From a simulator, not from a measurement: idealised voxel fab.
process module | voxel capacitor over wiring
cross-section cut | 295 nm wide | cells 5 nm
A cross-section is a grid of square cells, given in bands from the top down. A band is one or more rows of cells.
Each band's line starts with the height of the band's top and of its bottom, in nm. Then come its materials from left to right, each with its width in nm. One material with "throughout" fills the band from edge to edge. "air" is empty space.
Height 0 is the level under which the wafer as received is all one material. The lowest band goes on downwards, as in "0 down".
A width such as "30 to 40" changes by the same amount from each row of cells to the next, from the band's top row to its bottom row.
"no change" after a step means that no cell of the cross-section changed.
closed voids: empty space of 8 cells or more with no open way to the top, each as width x height at its distance from the left edge, in nm
after a step's settings: what the simulator itself notes on the step
overlay nm, on a step with a mask: how far to the right of its planned place the mask lay; to the left if negative
plan
1 op RECEIVE | material Si
2 op CONFORMAL_DEP | material SiO2 | thk nm 10
3 op CONFORMAL_DEP | material SiCN | thk nm 5
4 op DIRECTIONAL_DEP | material SiO2 | thk nm 25
5 op PATTERN | tone open | mask id METAL_1 | material resist | width nm 30 | pitch nm 85 | thk nm 20 | overlay nm 0
6 op DIRECTIONAL_ETCH | etch materials SiO2 | depth nm 25
7 op DIRECTIONAL_ETCH | etch materials SiCN | depth nm 5
8 op STRIP | etch materials resist
9 op CONFORMAL_DEP | material TiN | thk nm 5
10 op FILL_DEP | material W | thk nm 5
11 op CMP | height nm 40
12 op CONFORMAL_DEP | material SiCN | thk nm 5
13 op DIRECTIONAL_DEP | material SiO2 | thk nm 10
14 op PATTERN | tone open | mask id PLUG_1 | material resist | width nm 15 | thk nm 15 | overlay nm 0
15 op DIRECTIONAL_ETCH | etch materials SiO2 | depth nm 10
16 op DIRECTIONAL_ETCH | etch materials SiCN | depth nm 5
17 op STRIP | etch materials resist
18 op CONFORMAL_DEP | material TiN | thk nm 5
19 op FILL_DEP | material W | thk nm 5
20 op CMP | height nm 55
21 op DIRECTIONAL_DEP | material TiN | thk nm 10
22 op DIRECTIONAL_DEP | material Al2O3 | thk nm 5
23 op DIRECTIONAL_DEP | material TiN | thk nm 10
24 op MASKED_ETCH | tone cover | mask id UPPER_PLATE | width nm 60 | etch materials TiN | depth nm 10 | overlay nm 0
25 op MASKED_ETCH | tone cover | mask id UPPER_PLATE | width nm 60 | etch materials Al2O3 | depth nm 5 | overlay nm 0
26 op MASKED_ETCH | tone cover | mask id LOWER_PLATE | width nm 70 | etch materials TiN | depth nm 10 | overlay nm 0
27 op FILL_DEP | material SiO2 | thk nm 15
28 op CMP | height nm 90
29 op PATTERN | tone open | mask id PLUG_2 | material resist | width nm 15 | thk nm 15 | overlay nm 0
30 op DIRECTIONAL_ETCH | etch materials SiO2 | depth nm 10
31 op STRIP | etch materials resist
32 op CONFORMAL_DEP | material TiN | thk nm 5
33 op FILL_DEP | material Cu | thk nm 5
34 op CMP | height nm 90
35 op CONFORMAL_DEP | material SiN | thk nm 5
as received, after step 1
  0 down: Si throughout
  closed voids: none
first wafer at the end, as planned
  95 to 90: SiN throughout
  90 to 85: SiO2 115 | TiN 5 | Cu 5 | TiN 5 | SiO2 165
  85 to 80: SiO2 115 | TiN 15 | SiO2 165
  80 to 70: SiO2 105 | TiN 60 | SiO2 130
  70 to 65: SiO2 105 | Al2O3 60 | SiO2 130
  65 to 55: SiO2 100 | TiN 70 | SiO2 125
  55 to 45: SiO2 105 | TiN 5 | W 5 | TiN 5 | SiO2 175
  45 to 40: SiCN 105 | TiN 15 | SiCN 175
  40 to 15: SiO2 90 | TiN 5 | W 20 | TiN 5 | SiO2 55 | TiN 5 | W 20 | TiN 5 | SiO2 90
  15 to 10: SiCN 90 | TiN 30 | SiCN 55 | TiN 30 | SiCN 90
  10 to 0: SiO2 throughout
  0 down: Si throughout
  closed voids: none
second wafer at the end: like start, like plan, one mistake
  95 to 90: SiN throughout
  90 to 85: SiO2 115 | TiN 5 | Cu 5 | TiN 5 | SiO2 165
  85 to 80: SiO2 115 | TiN 15 | SiO2 165
  80 to 70: SiO2 105 | TiN 60 | SiO2 130
  70 to 65: SiO2 105 | Al2O3 60 | SiO2 130
  65 to 55: SiO2 100 | TiN 70 | SiO2 125
  55 to 45: SiO2 105 | TiN 5 | W 5 | TiN 5 | SiO2 175
  45 to 40: SiCN 105 | TiN 15 | SiCN 175
  40 to 35: TiN 95 | W 20 | TiN 65 | W 20 | TiN 95
  35 to 15: SiO2 90 | TiN 5 | W 20 | TiN 5 | SiO2 55 | TiN 5 | W 20 | TiN 5 | SiO2 90
  15 to 10: SiO2 90 | TiN 30 | SiO2 55 | TiN 30 | SiO2 90
  10 to 0: SiO2 throughout
  0 down: Si throughout
  closed voids: none
what went wrong: step 3 was left out
at the end the second wafer has, in cells: 47 fewer of SiCN | 47 more of TiN
